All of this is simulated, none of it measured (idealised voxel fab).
Process module under the name voxel capacitor over wiring
Displayed cross-section: cut, width of 215 nm, square cells sized 5 nm.
Cross-section, as written here: a square-cell grid given band by band from the top down, where a band holds one or more rows of cells. In this notation a band is specified by the heights of its top and bottom, in that order and in nm, after which its materials appear from left to right, each paired with its width in nm. The word "edge to edge" attached to a single material means that material fills the band from edge to edge; the word "air" stands for empty space. Heads up on the height convention: 0 is the point under which the incoming wafer is all one material, and the lowest band has no bottom, it just keeps going down, like "top 0, no bottom". Quick explanation for "30 to 40": the width changes in equal steps down the rows of cells, from the first number in the band's top row to the second number in its bottom row. "no modifications" -> step changed no cross-section cell. For the entry "Completely sealed voids", the listed items are empty spaces with no open way to the top whose size is 8 cells or more; each item follows the pattern width x height at distance, where distance is from the left edge and all three are in nm. after a step's settings: what the simulator itself notes on the step. overlay nm: mask right of planned place by this much (step with mask). Neg. = left.
### Planned step list for the process
step 1: RECEIVE, material Si
step 2: CONFORMAL_DEP, material SiO2, thk nm 15
step 3: CONFORMAL_DEP, material SiCN, thk nm 5
step 4: DIRECTIONAL_DEP, material SiO2, thk nm 20
step 5: MASKED_ETCH, tone open, mask id METAL_1, width nm 30, pitch nm 80, etch materials SiO2, depth nm 20, overlay nm 0
step 6: MASKED_ETCH, tone open, mask id METAL_1, width nm 30, pitch nm 80, etch materials SiCN, depth nm 5, overlay nm 0
step 7: CONFORMAL_DEP, material TiN, thk nm 5
step 8: FILL_DEP, material Cu, thk nm 10
step 9: CMP, height nm 40
step 10: CONFORMAL_DEP, material SiCN, thk nm 5
step 11: DIRECTIONAL_DEP, material lowk, thk nm 15
step 12: MASKED_ETCH, tone open, mask id PLUG_1, width nm 15, etch materials lowk, depth nm 15, overlay nm 0
step 13: MASKED_ETCH, tone open, mask id PLUG_1, width nm 15, etch materials SiCN, depth nm 5, overlay nm 0
step 14: CONFORMAL_DEP, material TiN, thk nm 5
step 15: FILL_DEP, material W, thk nm 10
step 16: CMP, height nm 60
step 17: DIRECTIONAL_DEP, material TiN, thk nm 10
step 18: DIRECTIONAL_DEP, material HfO2, thk nm 5
step 19: DIRECTIONAL_DEP, material TiN, thk nm 5
step 20: MASKED_ETCH, tone cover, mask id UPPER_PLATE, width nm 55, etch materials TiN, depth nm 5, overlay nm 0
step 21: MASKED_ETCH, tone cover, mask id UPPER_PLATE, width nm 55, etch materials HfO2, depth nm 5, overlay nm 0
step 22: MASKED_ETCH, tone cover, mask id LOWER_PLATE, width nm 65, etch materials TiN, depth nm 10, overlay nm 0
step 23: FILL_DEP, material SiO2, thk nm 20
step 24: CMP, height nm 85
step 25: MASKED_ETCH, tone open, mask id PLUG_2, width nm 15, etch materials SiO2, depth nm 15, overlay nm 0
step 26: CONFORMAL_DEP, material TiN, thk nm 5
step 27: FILL_DEP, material Cu, thk nm 10
step 28: CMP, height nm 95
step 29: CONFORMAL_DEP, material SiCN, thk nm 5
The wafers are alike at the start. At step 24, their height nm differs. The plan lists the first wafer's value.
### First of several wafers, received after step 1, in cross-section
  top 0, no bottom = Si edge to edge
  Completely sealed voids: none
### End of module, by wafer: material-by-material cell gain (+) or loss (-) since receipt, then closed voids
height nm 85, +76 Cu, +11 HfO2, +114 SiCN, +417 SiO2, +119 TiN, +3 W, +120 lowk, Completely sealed voids: none
height nm 90, +34 Cu, +11 HfO2, +114 SiCN, +457 SiO2, +121 TiN, +3 W, +120 lowk, Completely sealed voids: none
height nm 95, +34 Cu, +11 HfO2, +114 SiCN, +497 SiO2, +81 TiN, +3 W, +120 lowk, Completely sealed voids: none
height nm 100, +33 Cu, +11 HfO2, +114 SiCN, +500 SiO2, +79 TiN, +3 W, +120 lowk, Completely sealed voids: none
